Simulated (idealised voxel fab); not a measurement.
process module | voxel double patterning
cross-section cut | 180 nm wide | cells 5 nm
A cross-section is a grid of square cells, given in bands from the top down. A band is one or more rows of cells.
Each band's line starts with the height of the band's top and of its bottom, in nm. Then come its materials from left to right, each with its width in nm. One material with "throughout" fills the band from edge to edge. "air" is empty space.
Height 0 is the level under which the wafer as received is all one material. The lowest band goes on downwards, as in "0 down".
A width such as "30 to 40" changes by the same amount from each row of cells to the next, from the band's top row to its bottom row.
"no change" after a step means that no cell of the cross-section changed.
closed voids: empty space of 8 cells or more with no open way to the top, each as width x height at its distance from the left edge, in nm
after a step's settings: what the simulator itself notes on the step
overlay nm, on a step with a mask: how far to the right of its planned place the mask lay; to the left if negative
plan
1 op RECEIVE | material Si
2 op CONFORMAL_DEP | material SiO2 | thk nm 5
3 op DIRECTIONAL_DEP | material W | thk nm 20
4 op DIRECTIONAL_DEP | material SiCN | thk nm 5
5 op MASKED_ETCH | tone open | mask id FIRST | width nm 15 | pitch nm 50 | etch materials SiCN | depth nm 5 | overlay nm 0
6 op PATTERN | tone open | mask id SECOND | material resist | width nm 15 | pitch nm 50 | thk nm 15 | overlay nm 0
7 op DIRECTIONAL_ETCH | etch materials SiCN | depth nm 5
8 op STRIP | etch materials resist
9 op DIRECTIONAL_ETCH | etch materials W | depth nm 20
10 op STRIP | etch materials SiCN
as received, after step 1
  0 down: Si throughout
  closed voids: none
first wafer at the end, as planned
  25 to 5: W 30 | air 15 | W 10 | air 15 | W 10 | air 15 | W 10 | air 15 | W 10 | air 15 | W 35
  5 to 0: SiO2 throughout
  0 down: Si throughout
  closed voids: none
second wafer at the end: like start, like plan, one mistake
  25 to 5: W 35 | air 15 | W 5 | air 15 | W 15 | air 15 | W 5 | air 15 | W 15 | air 15 | W 30
  5 to 0: SiO2 throughout
  0 down: Si throughout
  closed voids: none
what went wrong: step 5 ran as: op MASKED_ETCH | tone open | mask id FIRST | width nm 15 | pitch nm 50 | etch materials SiCN | depth nm 5 | overlay nm 5
at the end the second wafer has, in cells: as many of each material as the first, in other places
